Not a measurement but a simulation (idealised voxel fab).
Name of the process module below: voxel ribs on slabs
Section cut is 265 nm wide and gridded with 5 nm square cells.
Cross-section, as written here: a square-cell grid given band by band from the top down, where a band holds one or more rows of cells.
A band entry consists of two parts. The first gives the height of the band's top and the height of its bottom, in nm. The rest lists the band's materials from left to right, each with its width in nm. A single material labelled with the word "full width" fills the band from edge to edge, and the word "blank" marks empty space.
Zero point of the height axis is 0; under it, received wafer = one material. Lowest band: continues down indefinitely, "0 down".
Per-row width for "30->40": begins at first number (top row of band), ends at second number (bottom row), increment between rows held constant.
A step reported as "remained the same" is a step in which no cell of the cross-section changed.
Under "Entrapped void list" you'll find the enclosed gaps, the ones with no way out to the top, that are 8 cells or bigger; each reads width x height at distance, with distance counted from the left edge, everything in nm.
Post-settings text on a step line: simulator's own remark regarding the step.
overlay nm, on a step with a mask: how far to the right of its planned place the mask lay; to the left if negative
-- This section lists the process steps that were planned
step 1: RECEIVE with material Si
step 2: DIRECTIONAL_DEP with material SiO2, thk nm 25
step 3: DIRECTIONAL_DEP with material SiN, thk nm 20
step 4: MASKED_ETCH with tone cover, mask id RIB, width nm 20, etch materials SiN, depth nm 15, overlay nm 0
step 5: PATTERN with tone cover, mask id SLAB, material resist, width nm 60, thk nm 15, overlay nm 0
step 6: DIRECTIONAL_ETCH with etch materials SiN, depth nm 5
step 7: STRIP with etch materials resist
step 8: FILL_DEP with material SiO2, thk nm 30
step 9: CMP with height nm 65
step 10: DIRECTIONAL_DEP with material W, thk nm 10
step 11: PATTERN with tone cover, mask id HEATER, material resist, width nm 30, thk nm 20, overlay nm 0
step 12: DIRECTIONAL_ETCH with etch materials W, depth nm 10
step 13: STRIP with etch materials resist
step 14: CONFORMAL_DEP with material SiO2, thk nm 10
-- Step 1 complete: cross-section of the wafer as received
	0 down = Si full width
	Entrapped void list: none
-- Module complete - cross-section of the first of two wafers, run according to plan
	85 to 75 = 105 nm blank | 50 nm SiO2 | 110 nm blank
	75 to 65 = 115 nm SiO2 | 30 nm W | 120 nm SiO2
	65 to 45 = SiO2 full width
	45 to 30 = 120 nm SiO2 | 20 nm SiN | 125 nm SiO2
	30 to 25 = 100 nm SiO2 | 60 nm SiN | 105 nm SiO2
	25 to 0 = SiO2 full width
	0 down = Si full width
	Entrapped void list: none
-- Cross-section, wafer two of two, end of module: same start and plan as wafer one, one error in execution
	75 to 65 = 115 nm blank | 30 nm W | 120 nm blank
	65 to 45 = SiO2 full width
	45 to 30 = 120 nm SiO2 | 20 nm SiN | 125 nm SiO2
	30 to 25 = 100 nm SiO2 | 60 nm SiN | 105 nm SiO2
	25 to 0 = SiO2 full width
	0 down = Si full width
	Entrapped void list: none
The plan and the run diverged here: heads up, step 14 of the plan was skipped and never actually ran
Heads up, by the end the second wafer has more or fewer cells of some materials compared to the first: SiO2: 114 fewer
